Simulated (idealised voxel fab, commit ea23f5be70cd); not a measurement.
Proc. module: voxel self aligned contacts
It is cross-section cut that appears here, measuring 200 nm in width, its square cells being 5 nm in size.
Each cross-section below is a grid of square cells, stated as bands in top-down order, with one or more rows of cells making up each band.
Read a band's entry like this: the first values are the height of its top and the height of its bottom in nm, and what follows is the sequence of materials from left to right, each with its width in nm. Note that "air" is empty space, and that a single material marked "all across" reaches across the band from edge to edge.
Heights are expressed relative to 0, this being the level below which the as-received wafer comprises one material exclusively. The lowest band is unbounded in the downward direction and is denoted as in "0..down".
The expression "30..40" gives the width at the extremes of the band, the first number at its top row of cells and the second at its bottom row, with the width changing by equal amounts from each row to the next in between.
What does "nothing got changed" mean for a step? It means no cell of the cross-section changed in that step.
Closed empty spaces (no open way to the top) of 8 cells or more are what "Enclosed void entries" lists, each as width x height at distance from the left edge, nm for all three.
On each step's line, the part that comes after the settings is the simulator's own comment on the step.
overlay nm: how far to the right of its planned place the mask lay on this masked step (negative: to the left).
In what follows, pairs of cross-sections are presented, each taken before and after one process step, with the after cross-section shown only down to the lowest band that was altered; the step, together with its settings, is stated below the pair. The pairs may stem from different runs of this module on the same starting wafer; accordingly, a pair should be taken as continuing from the one above it solely where its entry headed "Prior state" indicates as much.

**Prior state**
    50..30 | 55 nm SiN, then 15 nm air, then 55 nm SiN, then 15 nm air, then 60 nm SiN
    30..5 | 45 nm polySi, then 10 nm SiN, then 15 nm air, then 10 nm SiN, then 35 nm polySi, then 10 nm SiN, then 15 nm air, then 10 nm SiN, then 50 nm polySi
    5..0 | SiO2 all across
    0..down | Si all across
    Enclosed void entries: none

**Resultant Cross-Section**
    60..50 | SiO2 all across
    50..30 | 55 nm SiN, then 15 nm SiO2, then 55 nm SiN, then 15 nm SiO2, then 60 nm SiN
    30..5 | 45 nm polySi, then 10 nm SiN, then 15 nm SiO2, then 10 nm SiN, then 35 nm polySi, then 10 nm SiN, then 15 nm SiO2, then 10 nm SiN, then 50 nm polySi
    Rest of section, below 5: as before.
    Enclosed void entries: none
In between the cross-sections above, the run called for FILL_DEP | material SiO2 | thk nm 10

Prior state: Please consult the pair immediately above; the cross-section it shows after its step is the state before this step.

**Resultant Cross-Section**
    55..50 | SiO2 all across
    Rest of section, below 50: as before.
    Enclosed void entries: none
In between the cross-sections above, the run called for CMP | height nm 55

Prior state: Please consult the pair immediately above; the cross-section it shows after its step is the state before this step.

**Resultant Cross-Section**
    70..55 | 70 nm resist, then 55 nm air, then 75 nm resist
    Rest of section, below 55: as before.
    Enclosed void entries: none
In between the cross-sections above, the run called for PATTERN | tone open | mask id CONTACT | material resist | width nm 55 | thk nm 15 | overlay nm 0

Prior state: Please consult the pair immediately above; the cross-section it shows after its step is the state before this step.

**Resultant Cross-Section**
    70..55 | 70 nm resist, then 55 nm air, then 75 nm resist
    55..50 | 70 nm SiO2, then 55 nm air, then 75 nm SiO2
    Rest of section, below 50: as before.
    Enclosed void entries: none
In between the cross-sections above, the run called for DIRECTIONAL_ETCH | etch materials SiO2 | depth nm 55

Prior state: Please consult the pair immediately above; the cross-section it shows after its step is the state before this step.

**Resultant Cross-Section**
    55..50 | 70 nm SiO2, then 55 nm air, then 75 nm SiO2
    Rest of section, below 50: as before.
    Enclosed void entries: none
In between the cross-sections above, the run called for STRIP | etch materials resist

Prior state: Please consult the pair immediately above; the cross-section it shows after its step is the state before this step.

**Resultant Cross-Section**
    60..55 | 75 nm TiN, then 45 nm air, then 80 nm TiN
    55..50 | 70 nm SiO2, then 55 nm TiN, then 75 nm SiO2
    Rest of section, below 50: as before.
    Enclosed void entries: none
In between the cross-sections above, the run called for CONFORMAL_DEP | material TiN | thk nm 5

Prior state: Please consult the pair immediately above; the cross-section it shows after its step is the state before this step.

**Resultant Cross-Section**
    65..60 | W all across
    60..55 | 75 nm TiN, then 45 nm W, then 80 nm TiN
    Rest of section, below 55: as before.
    Enclosed void entries: none
In between the cross-sections above, the run called for FILL_DEP | material W | thk nm 5

Prior state: Please consult the pair immediately above; the cross-section it shows after its step is the state before this step.

**Resultant Cross-Section**
    55..50 | 70 nm SiO2, then 55 nm TiN, then 75 nm SiO2
    Rest of section, below 50: as before.
    Enclosed void entries: none
In between the cross-sections above, the run called for CMP | height nm 55

Prior state: Please consult the pair immediately above; the cross-section it shows after its step is the state before this step.

**Resultant Cross-Section**
    60..55 | SiN all across
    Rest of section, below 55: as before.
    Enclosed void entries: none
In between the cross-sections above, the run called for CONFORMAL_DEP | material SiN | thk nm 5
